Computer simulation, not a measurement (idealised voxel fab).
Title: Process Module voxel capacitor over wiring
Cross-section cut spans 240 nm and uses square cells 5 nm in size.
Notation: cross-section as square-cell grid; stated in bands, top first, going down; one or more cell rows per band. For a band, the entry starts with two heights in nm, that of the top and then that of the bottom, and carries on with the band's materials in order from left to right, each alongside its width in nm; the word "throughout" beside a single material means it fills the band edge to edge, and "blank" means empty space. Heights are measured from 0, the level below which the as-received wafer is all one material; the lowest band has no bottom and continues downward, written as in "0 down". Width "30->40": first value at the band's top row of cells, second value at its bottom row, equal change from row to row. Take "nothing different" at face value: in the step it is given for, the cross-section changed in none of its cells. You'll see "Completely sealed voids" listing empty spaces that have no way open to the top, as long as they're 8 cells or more; the notation is width x height at distance, where the distance is from the left edge, and all of it is in nm. Post-settings text on a step line: simulator's own remark regarding the step. The optional step-line setting "overlay nm" applies to steps with a mask and quantifies how far to the right of its planned location the mask lay, a negative value indicating leftward placement.

## Intended process steps
1 RECEIVE, material Si
2 CONFORMAL_DEP, material SiO2, thk nm 10
3 CONFORMAL_DEP, material SiN, thk nm 5
4 DIRECTIONAL_DEP, material lowk, thk nm 25
5 MASKED_ETCH, tone open, mask id METAL_1, width nm 20, pitch nm 80, etch materials lowk, depth nm 25, overlay nm 0
6 MASKED_ETCH, tone open, mask id METAL_1, width nm 20, pitch nm 80, etch materials SiN, depth nm 5, overlay nm 0
7 CONFORMAL_DEP, material TiN, thk nm 5
8 FILL_DEP, material Cu, thk nm 5
9 CMP, height nm 40
10 EPI, material Ru, thk nm 5
11 FILL_DEP, material SiCN, thk nm 5
12 DIRECTIONAL_DEP, material SiO2, thk nm 10
13 PATTERN, tone open, mask id PLUG_1, material resist, width nm 15, thk nm 15, overlay nm 0
14 DIRECTIONAL_ETCH, etch materials SiO2, depth nm 10
15 DIRECTIONAL_ETCH, etch materials SiCN, depth nm 5
16 STRIP, etch materials resist
17 CONFORMAL_DEP, material TiN, thk nm 5
18 FILL_DEP, material Ru, thk nm 5
19 CMP, height nm 60
20 DIRECTIONAL_DEP, material TiN, thk nm 5
21 DIRECTIONAL_DEP, material HfO2, thk nm 5
22 DIRECTIONAL_DEP, material TiN, thk nm 10
23 MASKED_ETCH, tone cover, mask id UPPER_PLATE, width nm 65, etch materials TiN, depth nm 10, overlay nm 0
24 MASKED_ETCH, tone cover, mask id UPPER_PLATE, width nm 65, etch materials HfO2, depth nm 5, overlay nm -15
25 MASKED_ETCH, tone cover, mask id LOWER_PLATE, width nm 75, etch materials TiN, depth nm 5, overlay nm 0
26 FILL_DEP, material SiO2, thk nm 20
27 CMP, height nm 95
28 PATTERN, tone open, mask id PLUG_2, material resist, width nm 15, thk nm 20, overlay nm 0
29 DIRECTIONAL_ETCH, etch materials SiO2, depth nm 15
30 STRIP, etch materials resist
31 CONFORMAL_DEP, material TiN, thk nm 5
32 FILL_DEP, material Cu, thk nm 5
33 CMP, height nm 95
34 CONFORMAL_DEP, material SiCN, thk nm 5
Among the wafers covered here, the point of difference is the overlay nm at step 24; their starting state is shared, and the plan presents the value of the first wafer.

## This is how the first of several wafers looked in cross-section when it arrived, which is after step 1
	0 down | Si throughout
	Completely sealed voids: none

## Cross-section after step 34, the final step of the module, for the first of several wafers
	100 to 95 | SiCN throughout
	95 to 85 | SiO2=85 | TiN=5 | Cu=5 | TiN=5 | SiO2=140
	85 to 80 | SiO2=85 | TiN=15 | SiO2=140
	80 to 70 | SiO2=75 | TiN=65 | SiO2=100
	70 to 65 | SiO2=60 | HfO2=80 | SiO2=100
	65 to 60 | SiO2=60 | TiN=85 | SiO2=95
	60 to 50 | SiO2=75 | TiN=5 | Ru=5 | TiN=5 | SiO2=150
	50 to 45 | SiCN=75 | TiN=15 | SiCN=150
	45 to 40 | SiCN=65 | Ru=30 | SiCN=50 | Ru=30 | SiCN=65
	40 to 15 | lowk=70 | TiN=5 | Cu=10 | TiN=5 | lowk=60 | TiN=5 | Cu=10 | TiN=5 | lowk=70
	15 to 10 | SiN=70 | TiN=20 | SiN=60 | TiN=20 | SiN=70
	10 to 0 | SiO2 throughout
	0 down | Si throughout
	Completely sealed voids: none

## Last wafer x-sec, end of module
	100 to 95 | SiCN throughout
	95 to 85 | SiO2=85 | TiN=5 | Cu=5 | TiN=5 | SiO2=140
	85 to 80 | SiO2=85 | TiN=15 | SiO2=140
	80 to 70 | SiO2=75 | TiN=65 | SiO2=100
	70 to 65 | SiO2=75 | HfO2=80 | SiO2=85
	65 to 60 | SiO2=70 | TiN=85 | SiO2=85
	60 to 50 | SiO2=75 | TiN=5 | Ru=5 | TiN=5 | SiO2=150
	50 to 45 | SiCN=75 | TiN=15 | SiCN=150
	45 to 40 | SiCN=65 | Ru=30 | SiCN=50 | Ru=30 | SiCN=65
	40 to 15 | lowk=70 | TiN=5 | Cu=10 | TiN=5 | lowk=60 | TiN=5 | Cu=10 | TiN=5 | lowk=70
	15 to 10 | SiN=70 | TiN=20 | SiN=60 | TiN=20 | SiN=70
	10 to 0 | SiO2 throughout
	0 down | Si throughout
	Completely sealed voids: none

## For your reference, the table is organized with a row per wafer; each row reflects the wafer at the end of the module, indicating for each material the cells gained (+) or lost (-) since receipt, and thereafter its closed voids
overlay nm -15, +22 Cu, +16 HfO2, +14 Ru, +129 SiCN, +40 SiN, +454 SiO2, +85 TiN, +200 lowk, Completely sealed voids: none
overlay nm -10, +22 Cu, +15 HfO2, +14 Ru, +129 SiCN, +40 SiN, +456 SiO2, +84 TiN, +200 lowk, Completely sealed voids: none
overlay nm -5, +22 Cu, +14 HfO2, +14 Ru, +129 SiCN, +40 SiN, +458 SiO2, +83 TiN, +200 lowk, Completely sealed voids: none
overlay nm 0, +22 Cu, +13 HfO2, +14 Ru, +129 SiCN, +40 SiN, +459 SiO2, +83 TiN, +200 lowk, Completely sealed voids: none
overlay nm 5, +22 Cu, +14 HfO2, +14 Ru, +129 SiCN, +40 SiN, +458 SiO2, +83 TiN, +200 lowk, Completely sealed voids: none
overlay nm 10, +22 Cu, +15 HfO2, +14 Ru, +129 SiCN, +40 SiN, +456 SiO2, +84 TiN, +200 lowk, Completely sealed voids: none
overlay nm 15, +22 Cu, +16 HfO2, +14 Ru, +129 SiCN, +40 SiN, +454 SiO2, +85 TiN, +200 lowk, Completely sealed voids: none
